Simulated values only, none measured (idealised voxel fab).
process module | voxel capacitor over wiring
cross-section cut | 230 nm wide | cells 5 nm
A cross-section is a grid of square cells, given in bands from the top down. A band is one or more rows of cells.
Each band's line starts with the height of the band's top and of its bottom, in nm. Then come its materials from left to right, each with its width in nm. One material with "throughout" fills the band from edge to edge. "air" is empty space.
Height 0 is the level under which the wafer as received is all one material. The lowest band goes on downwards, as in "0 down".
A width such as "30 to 40" changes by the same amount from each row of cells to the next, from the band's top row to its bottom row.
"no change" after a step means that no cell of the cross-section changed.
closed voids: empty space of 8 cells or more with no open way to the top, each as width x height at its distance from the left edge, in nm
after a step's settings: what the simulator itself notes on the step
overlay nm, on a step with a mask: how far to the right of its planned place the mask lay; to the left if negative
plan
1 op RECEIVE | material Si
2 op CONFORMAL_DEP | material SiO2 | thk nm 10
3 op CONFORMAL_DEP | material SiCN | thk nm 5
4 op DIRECTIONAL_DEP | material SiO2 | thk nm 20
5 op DIRECTIONAL_DEP | material aC | thk nm 10
6 op PATTERN | tone open | mask id METAL_1 | material resist | width nm 25 | pitch nm 95 | thk nm 25 | overlay nm 0
7 op DIRECTIONAL_ETCH | etch materials aC | depth nm 10
8 op STRIP | etch materials resist
9 op DIRECTIONAL_ETCH | etch materials SiO2 | depth nm 20
10 op DIRECTIONAL_ETCH | etch materials SiCN | depth nm 5
11 op STRIP | etch materials aC
12 op CONFORMAL_DEP | material TiN | thk nm 5
13 op FILL_DEP | material Cu | thk nm 10
14 op CMP | height nm 35
15 op CONFORMAL_DEP | material SiCN | thk nm 5
16 op DIRECTIONAL_DEP | material SiO2 | thk nm 10
17 op PATTERN | tone open | mask id PLUG_1 | material resist | width nm 15 | thk nm 15 | overlay nm 0
18 op DIRECTIONAL_ETCH | etch materials SiO2 | depth nm 10
19 op DIRECTIONAL_ETCH | etch materials SiCN | depth nm 5
20 op STRIP | etch materials resist
21 op CONFORMAL_DEP | material TiN | thk nm 5
22 op FILL_DEP | material Cu | thk nm 10
23 op CMP | height nm 50
24 op DIRECTIONAL_DEP | material TiN | thk nm 5
25 op DIRECTIONAL_DEP | material SiN | thk nm 5
26 op DIRECTIONAL_DEP | material TiN | thk nm 5
27 op MASKED_ETCH | tone cover | mask id UPPER_PLATE | width nm 75 | etch materials TiN | depth nm 5 | overlay nm 0
28 op MASKED_ETCH | tone cover | mask id UPPER_PLATE | width nm 75 | etch materials SiN | depth nm 5 | overlay nm 0
29 op DIRECTIONAL_DEP | material aC | thk nm 10
30 op PATTERN | tone cover | mask id LOWER_PLATE | material resist | width nm 85 | thk nm 25 | overlay nm 0
31 op DIRECTIONAL_ETCH | etch materials aC | depth nm 10
32 op STRIP | etch materials resist
33 op DIRECTIONAL_ETCH | etch materials TiN | depth nm 5
34 op STRIP | etch materials aC
35 op FILL_DEP | material SiO2 | thk nm 15
36 op CMP | height nm 75
37 op DIRECTIONAL_DEP | material aC | thk nm 15
38 op PATTERN | tone open | mask id PLUG_2 | material resist | width nm 15 | thk nm 30 | overlay nm 0
39 op DIRECTIONAL_ETCH | etch materials aC | depth nm 15
40 op STRIP | etch materials resist
41 op DIRECTIONAL_ETCH | etch materials SiO2 | depth nm 10
42 op STRIP | etch materials aC
43 op CONFORMAL_DEP | material TiN | thk nm 5
44 op FILL_DEP | material W | thk nm 10
45 op CMP | height nm 75
46 op CONFORMAL_DEP | material SiN | thk nm 5
as received, after step 1
  0 down: Si throughout
  closed voids: none
a wafer at the end: this start, this plan, one mistake
  80 to 75: SiN throughout
  75 to 70: SiO2 75 | TiN 5 | W 5 | TiN 5 | SiO2 140
  70 to 60: SiO2 75 to 65 | TiN 15 to 75 | SiO2 140 to 90
  60 to 55: SiO2 65 | SiN 75 | SiO2 90
  55 to 50: SiO2 60 | TiN 85 | SiO2 85
  50 to 40: SiO2 65 | TiN 5 | SiO2 5 | TiN 5 | SiO2 150
  40 to 35: SiCN 65 | TiN 15 | SiCN 150
  35 to 15: SiO2 55 | TiN 5 | Cu 15 | TiN 5 | SiO2 70 | TiN 5 | Cu 15 | TiN 5 | SiO2 55
  15 to 10: SiCN 55 | TiN 25 | SiCN 70 | TiN 25 | SiCN 55
  10 to 0: SiO2 throughout
  0 down: Si throughout
  closed voids: none
what went wrong: step 22 ran as: op FILL_DEP | material SiO2 | thk nm 10
